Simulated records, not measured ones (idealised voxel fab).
Proc. module: voxel ribs on slabs
It is cross-section cut that appears here, measuring 280 nm in width, its square cells being 5 nm in size.
Heads up, the way a cross-section reads in here is a grid of square cells, handed over as bands from the top down, with every band being one or more rows of cells. The band entry comprises the height of the band's top followed by the height of its bottom, expressed in nm, and subsequently the band's materials from left to right, each stated together with its width in nm. Where a single material is marked with the word "edge to edge", that material fills the band from edge to edge. The word "blank" represents empty space. It should be noted that heights are counted from 0, beneath which the wafer as supplied is of one material throughout, and that the lowest band possesses no lower boundary but continues downward, as written in "0 -> down". Top row gets the first number, bottom row gets the second, and each row in between changes by the same step: that is how a band width like "30 to 40" works. The designation "no modifications", where it is given for a processing step, indicates that no cell of the cross-section was altered in the course of that step. Under "Entrapped void list" you'll find the enclosed gaps, the ones with no way out to the top, that are 8 cells or bigger; each reads width x height at distance, with distance counted from the left edge, everything in nm. That trailing text on a step's line, after the settings, is the simulator's own remark on the step. overlay nm: right-of-plan distance of the mask on a masked step; negative values mean left-of-plan.

### The steps planned for the process are as follows
1 RECEIVE: material Si
2 DIRECTIONAL_DEP: material SiO2, thk nm 20
3 DIRECTIONAL_DEP: material SiN, thk nm 15
4 PATTERN: tone cover, mask id RIB, material resist, width nm 15, thk nm 15, overlay nm 0
5 DIRECTIONAL_ETCH: etch materials SiN, depth nm 5
6 STRIP: etch materials resist
7 DIRECTIONAL_DEP: material aC, thk nm 10
8 PATTERN: tone cover, mask id SLAB, material resist, width nm 65, thk nm 25, overlay nm 0
9 DIRECTIONAL_ETCH: etch materials aC, depth nm 5
10 STRIP: etch materials resist
11 DIRECTIONAL_ETCH: etch materials SiN, depth nm 10
12 STRIP: etch materials aC
13 FILL_DEP: material SiO2, thk nm 15
14 CMP: height nm 45
15 DIRECTIONAL_DEP: material W, thk nm 5
16 PATTERN: tone cover, mask id HEATER, material resist, width nm 25, thk nm 20, overlay nm 0
17 DIRECTIONAL_ETCH: etch materials W, depth nm 5
18 STRIP: etch materials resist
19 CONFORMAL_DEP: material SiO2, thk nm 5
Every wafer here starts from the same state; it is the step 9 depth nm that distinguishes them, and the value the plan gives belongs to the first wafer.

### Cross-section, first of several wafers, as delivered after step 1
    0 -> down = Si edge to edge
    Entrapped void list: none

### Here is how to read the rows: every wafer has a row, and it shows the wafer at the end of the module, giving for each material how many cells were gained (+) or lost (-) since the wafer was received, then listing its closed voids
depth nm 5 | +115 SiN | +447 SiO2 | +5 W | Entrapped void list: none
depth nm 10 | +29 SiN | +533 SiO2 | +5 W | Entrapped void list: none
depth nm 15 | +29 SiN | +533 SiO2 | +5 W | Entrapped void list: none
depth nm 20 | +29 SiN | +533 SiO2 | +5 W | Entrapped void list: none
depth nm 25 | +29 SiN | +533 SiO2 | +5 W | Entrapped void list: none
